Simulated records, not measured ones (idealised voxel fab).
The process module presented herein is designated voxel local oxidation.
It is cross-section cut that appears here, measuring 155 nm in width, its square cells being 5 nm in size.
A cross-section in this document is a grid of square cells, and it is written down as bands, the top band listed before the ones below it; a band is made up of one or more rows of cells. First you get the band's top height and its bottom height, in nm, and then the materials it's made of, left to right, with each width in nm. If you see a single material with "full width", that one covers the band edge to edge. "empty" is empty space. Basically, 0 is our baseline, since under it the wafer straight out of the box is all one material. The bottom band has no lower end and keeps on going down, so it looks like "top 0, no bottom". Graded width ("30->40"): value in top row of band = first number; value in bottom row = second number; row-to-row change constant. Step marked "no change"? Then no cell in the cross-section changed in it. Closed-off voids of 8+ cells (no open route to the top) go in "Closed cavity list", written width x height at distance from the left edge, in nm. On a step's line, text after the settings is the simulator commenting on that step. overlay nm: how far to the right of its planned place the mask lay on this masked step (negative: to the left).

-- Process steps (planned)
| 1 | RECEIVE (material Si) |
| 2 | CONFORMAL_DEP (material SiO2; thk nm 5) |
| 3 | CONFORMAL_DEP (material SiN; thk nm 10) |
| 4 | DIRECTIONAL_DEP (material aC; thk nm 15) |
| 5 | PATTERN (tone cover; mask id ACTIVE; material resist; width nm 125; thk nm 30; overlay nm 0) |
| 6 | DIRECTIONAL_ETCH (etch materials aC; depth nm 15) |
| 7 | STRIP (etch materials resist) |
| 8 | DIRECTIONAL_ETCH (etch materials SiN; depth nm 10) |
| 9 | STRIP (etch materials aC) |
| 10 | SELECTIVE_ETCH (etch materials SiO2; depth nm 5) |
| 11 | OXIDIZE (depth nm 10) |
| 12 | STRIP (etch materials SiN) |

-- Incoming wafer in cross-section (state: after step 1)
* top 0, no bottom | Si full width
* Closed cavity list: none

-- a wafer at the end: this start, this plan, one mistake
* top 0, bottom -10 | SiO2=25, then Si=105, then SiO2=25
* top -10, no bottom | Si full width
* Closed cavity list: none
Misprocessing identified: step 2 of the plan did not run at all; it was left out
